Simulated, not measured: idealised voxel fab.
Process module under the name voxel self aligned contacts
The width of the displayed cross-section, cut, is 180 nm; its cells are square, with a size of 5 nm.
A cross-section is a grid of square cells, given in bands from the top down. A band is one or more rows of cells. Each band's line starts with the height of the band's top and of its bottom, in nm. Then come its materials from left to right, each with its width in nm. One material with "throughout" fills the band from edge to edge. "air" is empty space. Note: height 0 marks the level under which the wafer is uniformly one material as received. Lowest band unbounded below, written "0 and below". Width spec "30 to 40" -> top row of cells at first value, bottom row at second value, equal per-row change in between. Where a step carries "remained unchanged", the cross-section came out of it unchanged, cell for cell. "Closed-off voids" specifies each empty space that is not open to the top and that occupies no fewer than 8 cells, using the form width x height at distance, the distance measured from the left edge and all three quantities in nm. The remark found on a step's line after its settings is issued by the simulator itself and pertains to that step. If you see "overlay nm" on a step's line and that step has a mask, it's telling you how far right of where it was planned the mask ended up; a negative number means it went left instead.

Process steps foreseen in the plan:
1,RECEIVE: material Si
2,OXIDIZE: depth nm 5
3,DIRECTIONAL_DEP: material polySi, thk nm 20
4,DIRECTIONAL_DEP: material SiN, thk nm 20
5,MASKED_ETCH: tone cover, mask id GATE, width nm 25, pitch nm 60, etch materials SiN, depth nm 20, overlay nm 0
6,MASKED_ETCH: tone cover, mask id GATE, width nm 25, pitch nm 60, etch materials polySi, depth nm 20, overlay nm 0
7,CONFORMAL_DEP: material SiN, thk nm 5
8,DIRECTIONAL_ETCH: etch materials SiN, depth nm 5
9,FILL_DEP: material SiO2, thk nm 15
10,CMP: height nm 45
11,PATTERN: tone open, mask id CONTACT, material resist, width nm 45, pitch nm 60, thk nm 15, overlay nm 0
12,DIRECTIONAL_ETCH: etch materials SiO2, depth nm 50
13,STRIP: etch materials resist
14,CONFORMAL_DEP: material TiN, thk nm 5
15,FILL_DEP: material Ru, thk nm 10
16,CMP: height nm 45
17,CONFORMAL_DEP: material SiCN, thk nm 5

The cross-section here shows the wafer as received, i.e. in its state after step 1:
  0 and below = Si throughout
  Closed-off voids: none

Wafer cross-section at end of module: start and plan as shown above, one execution error:
  50 down to 45 = SiCN throughout
  45 down to 40 = SiO2 35, then TiN 15, then Ru 15, then TiN 15, then SiO2 15, then TiN 15, then Ru 15, then TiN 15, then SiO2 40
  40 down to 20 = SiO2 10, then SiN 35, then TiN 5, then Ru 15, then TiN 5, then SiN 35, then TiN 5, then Ru 15, then TiN 5, then SiN 35, then SiO2 15
  20 down to 10 = SiO2 10, then SiN 5, then polySi 25, then SiN 5, then TiN 5, then Ru 15, then TiN 5, then SiN 5, then polySi 25, then SiN 5, then TiN 5, then Ru 15, then TiN 5, then SiN 5, then polySi 25, then SiN 5, then SiO2 15
  10 down to 5 = SiO2 10, then SiN 5, then polySi 25, then SiN 5, then TiN 25, then SiN 5, then polySi 25, then SiN 5, then TiN 25, then SiN 5, then polySi 25, then SiN 5, then SiO2 15
  5 down to 0 = SiN 15, then polySi 25, then SiN 35, then polySi 25, then SiN 35, then polySi 25, then SiN 20
  0 down to -5 = SiO2 throughout
  -5 and below = Si throughout
  Closed-off voids: none
Nonconformance to the process plan: plan vs actual: 7 and 8 interchanged
